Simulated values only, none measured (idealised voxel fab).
You're looking at the process module voxel self aligned vias.
The cross-section shown here is cut; it is 190 nm wide and divided into square cells measuring 5 nm on a side.
Reading order for cross-sections: top band down to bottom band. Underlying form: a grid of square cells. Band size: one or more rows of cells.
Look at the band entry: it leads with the top's height and the bottom's height in nm. Then it lists the materials left to right, with a width in nm for each. The word "edge to edge" on a single material says that material fills the band edge to edge. The word "blank" is empty space.
Heights are expressed relative to 0, this being the level below which the as-received wafer comprises one material exclusively. The lowest band is unbounded in the downward direction and is denoted as in "0..down".
You'd read "30..40" like this: the band's top row of cells is as wide as the first number, its bottom row is as wide as the second, and going down, every row changes width by the same amount as the row before did.
Take "identical to before" at face value: in the step it is given for, the cross-section changed in none of its cells.
In the "Closed void inventory" entry, you get each enclosed empty space of 8 cells or more, one with no open way to the top, written width x height at distance, distance from the left edge, in nm.
If you see something after the settings on a step's line, that's the simulator's own remark about that step.
overlay nm: mask right of planned place by this much (step with mask). Neg. = left.
Here's what the planned process steps look like
| 1 | RECEIVE: material Si |
| 2 | CONFORMAL_DEP: material SiO2, thk nm 15 |
| 3 | CONFORMAL_DEP: material SiCN, thk nm 5 |
| 4 | DIRECTIONAL_DEP: material SiO2, thk nm 30 |
| 5 | DIRECTIONAL_DEP: material aC, thk nm 10 |
| 6 | PATTERN: tone open, mask id LINES, material resist, width nm 25, pitch nm 75, thk nm 30, overlay nm 0 |
| 7 | DIRECTIONAL_ETCH: etch materials aC, depth nm 10 |
| 8 | STRIP: etch materials resist |
| 9 | DIRECTIONAL_ETCH: etch materials SiO2, depth nm 30 |
| 10 | STRIP: etch materials aC |
| 11 | CONFORMAL_DEP: material TiN, thk nm 5 |
| 12 | FILL_DEP: material W, thk nm 10 |
| 13 | CMP: height nm 50 |
| 14 | SELECTIVE_ETCH: etch materials W Ru TiN, depth nm 5 |
| 15 | FILL_DEP: material SiN, thk nm 5 |
| 16 | CMP: height nm 50 |
| 17 | DIRECTIONAL_DEP: material SiO2, thk nm 20 |
| 18 | MASKED_ETCH: tone open, mask id VIAS, width nm 45, pitch nm 75, etch materials SiO2, depth nm 20, overlay nm 0 |
| 19 | MASKED_ETCH: tone open, mask id VIAS, width nm 45, pitch nm 75, etch materials SiN, depth nm 5, overlay nm 0 |
| 20 | CONFORMAL_DEP: material TiN, thk nm 5 |
| 21 | FILL_DEP: material W, thk nm 5 |
| 22 | CMP: height nm 70 |
| 23 | CONFORMAL_DEP: material SiCN, thk nm 5 |
Incoming wafer in cross-section (state: after step 1)
* 0..down  Si edge to edge
* Closed void inventory: none
Cross-sectional image of the first of two wafers at the end of the module, the run having proceeded as planned
* 75..70  SiCN edge to edge
* 70..55  SiO2 (35); TiN (5); W (35); TiN (5); SiO2 (30); TiN (5); W (35); TiN (5); SiO2 (35)
* 55..50  SiO2 (35); TiN (15); W (15); TiN (15); SiO2 (30); TiN (15); W (15); TiN (15); SiO2 (35)
* 50..45  SiO2 (45); TiN (25); SiO2 (50); TiN (25); SiO2 (45)
* 45..25  SiO2 (45); TiN (5); W (15); TiN (5); SiO2 (50); TiN (5); W (15); TiN (5); SiO2 (45)
* 25..20  SiO2 (45); TiN (25); SiO2 (50); TiN (25); SiO2 (45)
* 20..15  SiCN edge to edge
* 15..0  SiO2 edge to edge
* 0..down  Si edge to edge
* Closed void inventory: none
Wafer two, sectioned after the module: the first wafer's start, the first wafer's plan, and one mistake in how it was run
* 75..70  SiCN edge to edge
* 70..50  Ru edge to edge
* 50..45  SiO2 (45); SiN (25); SiO2 (50); SiN (25); SiO2 (45)
* 45..25  SiO2 (45); TiN (5); W (15); TiN (5); SiO2 (50); TiN (5); W (15); TiN (5); SiO2 (45)
* 25..20  SiO2 (45); TiN (25); SiO2 (50); TiN (25); SiO2 (45)
* 20..15  SiCN edge to edge
* 15..0  SiO2 edge to edge
* 0..down  Si edge to edge
* Closed void inventory: none
Processing error: contrary to plan, step 17 was performed as DIRECTIONAL_DEP: material Ru, thk nm 20
End of process, cell counts, second wafer against first, materials with more or fewer: Ru +152, SiN +10, SiO2 -80, TiN -34, W -48
